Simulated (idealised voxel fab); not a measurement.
Process module under the name voxel transistor to metal
Square cell edge 5 nm, section width 185 nm, ID cut.
Cross-section format: a grid of square cells, given as bands from top to bottom; each band is one or more rows of cells. The entry gives the band's vertical extent as a top height and a bottom height in nm, then its horizontal make-up as materials from left to right, each with a width in nm. "blank" stands for empty space; a single material marked "edge to edge" fills the band edge to edge. Heights are measured from 0, the level below which the as-received wafer is all one material; the lowest band has no bottom and continues downward, written as in "0 and below". Read "30..40" as a graded width: first number on top, second number at the bottom, same change between each pair of neighbouring rows. Step note "remained unchanged" = no cross-section cell changed. Closed-off voids of 8+ cells (no open route to the top) go in "Voids, fully enclosed", written width x height at distance from the left edge, in nm. The remark found on a step's line after its settings is issued by the simulator itself and pertains to that step. overlay nm: mask offset rightward from planned place, masked step; negative means leftward offset.
Intended process steps
| 1 | RECEIVE, material Si |
| 2 | CONFORMAL_DEP, material SiO2, thk nm 5 |
| 3 | CONFORMAL_DEP, material SiN, thk nm 10 |
| 4 | PATTERN, tone cover, mask id ACTIVE, material resist, width nm 115, thk nm 20, overlay nm 0 |
| 5 | DIRECTIONAL_ETCH, etch materials SiN, depth nm 10 |
| 6 | DIRECTIONAL_ETCH, etch materials SiO2, depth nm 5 |
| 7 | DIRECTIONAL_ETCH, etch materials Si, depth nm 35 |
| 8 | STRIP, etch materials resist |
| 9 | OXIDIZE, depth nm 5 |
| 10 | FILL_DEP, material SiO2, thk nm 5 |
| 11 | CMP, height nm 15 |
| 12 | SELECTIVE_ETCH, etch materials SiO2, depth nm 10 |
| 13 | STRIP, etch materials SiN |
| 14 | SELECTIVE_ETCH, etch materials SiO2, depth nm 5 |
| 15 | OXIDIZE, depth nm 5 |
| 16 | DIRECTIONAL_DEP, material polySi, thk nm 25 |
| 17 | DIRECTIONAL_DEP, material SiCN, thk nm 15 |
| 18 | MASKED_ETCH, tone cover, mask id GATE, width nm 25, etch materials SiCN, depth nm 25, overlay nm 0 |
| 19 | MASKED_ETCH, tone cover, mask id GATE, width nm 25, etch materials polySi, depth nm 35, overlay nm 0 |
| 20 | CONFORMAL_DEP, material SiO2, thk nm 5 |
| 21 | DIRECTIONAL_ETCH, etch materials SiO2, depth nm 5 |
| 22 | CONFORMAL_DEP, material SiN, thk nm 10 |
| 23 | DIRECTIONAL_ETCH, etch materials SiN, depth nm 10 |
| 24 | DIRECTIONAL_ETCH, etch materials SiO2, depth nm 5 |
| 25 | EPI, material pSi, thk nm 5 |
| 26 | FILL_DEP, material SiO2, thk nm 10 |
| 27 | CMP, height nm 25 |
| 28 | STRIP, etch materials polySi |
| 29 | SELECTIVE_ETCH, etch materials SiO2, depth nm 5 |
| 30 | CONFORMAL_DEP, material HfO2, thk nm 5 |
| 31 | CONFORMAL_DEP, material TiN, thk nm 5 |
| 32 | FILL_DEP, material W, thk nm 10 |
| 33 | CMP, height nm 20 |
| 34 | DIRECTIONAL_DEP, material SiO2, thk nm 15 |
| 35 | PATTERN, tone open, mask id CONTACT, material resist, width nm 15, pitch nm 80, thk nm 20, overlay nm 0 |
| 36 | DIRECTIONAL_ETCH, etch materials SiO2, depth nm 35 |
| 37 | STRIP, etch materials resist |
| 38 | CONFORMAL_DEP, material TiN, thk nm 5 |
| 39 | FILL_DEP, material Ru, thk nm 5 |
| 40 | CMP, height nm 35 |
| 41 | CONFORMAL_DEP, material SiN, thk nm 5 |
| 42 | DIRECTIONAL_DEP, material lowk, thk nm 20 |
| 43 | MASKED_ETCH, tone open, mask id METAL_1, width nm 15, pitch nm 80, etch materials lowk, depth nm 20, overlay nm 0 |
| 44 | MASKED_ETCH, tone open, mask id METAL_1, width nm 15, pitch nm 80, etch materials SiN, depth nm 5, overlay nm 0 |
| 45 | CONFORMAL_DEP, material TiN, thk nm 5 |
| 46 | FILL_DEP, material Cu, thk nm 10 |
| 47 | CMP, height nm 60 |
| 48 | CONFORMAL_DEP, material SiN, thk nm 5 |
The cross-section here shows the wafer as received, i.e. in its state after step 1
  0 and below: Si edge to edge
  Voids, fully enclosed: none
first wafer at the end, as planned
  65 down to 60: SiN edge to edge
  60 down to 40: lowk 45, TiN 5, Cu 5, TiN 5, lowk 65, TiN 5, Cu 5, TiN 5, lowk 45
  40 down to 35: SiN 45, TiN 15, SiN 65, TiN 15, SiN 45
  35 down to 20: SiO2 45, TiN 5, Ru 5, TiN 5, SiO2 65, TiN 5, Ru 5, TiN 5, SiO2 45
  20 down to 5: SiO2 45, TiN 5, Ru 5, TiN 5, SiO2 5, SiN 10, HfO2 5, TiN 5, W 15, TiN 5, HfO2 5, SiN 10, SiO2 5, TiN 5, Ru 5, TiN 5, SiO2 45
  5 down to 0: SiO2 45, TiN 15, SiO2 5, SiN 10, HfO2 5, TiN 25, HfO2 5, SiN 10, SiO2 5, TiN 15, SiO2 45
  0 down to -5: SiO2 35, pSi 30, SiO2 10, HfO2 35, SiO2 10, pSi 30, SiO2 35
  -5 down to -40: SiO2 40, Si 105, SiO2 40
  -40 and below: Si edge to edge
  Voids, fully enclosed: none
End of module, second wafer, cross-section. Started like the first, planned like the first, run with one mistake
  65 down to 60: SiN edge to edge
  60 down to 40: lowk 45, TiN 5, polySi 5, TiN 5, lowk 65, TiN 5, polySi 5, TiN 5, lowk 45
  40 down to 35: SiN 45, TiN 15, SiN 65, TiN 15, SiN 45
  35 down to 20: SiO2 45, TiN 5, Ru 5, TiN 5, SiO2 65, TiN 5, Ru 5, TiN 5, SiO2 45
  20 down to 5: SiO2 45, TiN 5, Ru 5, TiN 5, SiO2 5, SiN 10, HfO2 5, TiN 5, W 15, TiN 5, HfO2 5, SiN 10, SiO2 5, TiN 5, Ru 5, TiN 5, SiO2 45
  5 down to 0: SiO2 45, TiN 15, SiO2 5, SiN 10, HfO2 5, TiN 25, HfO2 5, SiN 10, SiO2 5, TiN 15, SiO2 45
  0 down to -5: SiO2 35, pSi 30, SiO2 10, HfO2 35, SiO2 10, pSi 30, SiO2 35
  -5 down to -40: SiO2 40, Si 105, SiO2 40
  -40 and below: Si edge to edge
  Voids, fully enclosed: none
Diagnosis: it should be noted that step 46 was executed with settings other than those planned, the operation and settings actually applied being FILL_DEP, material polySi, thk nm 10
Heads up, by the end the second wafer has more or fewer cells of some materials compared to the first: 8 fewer of Cu; 8 more of polySi
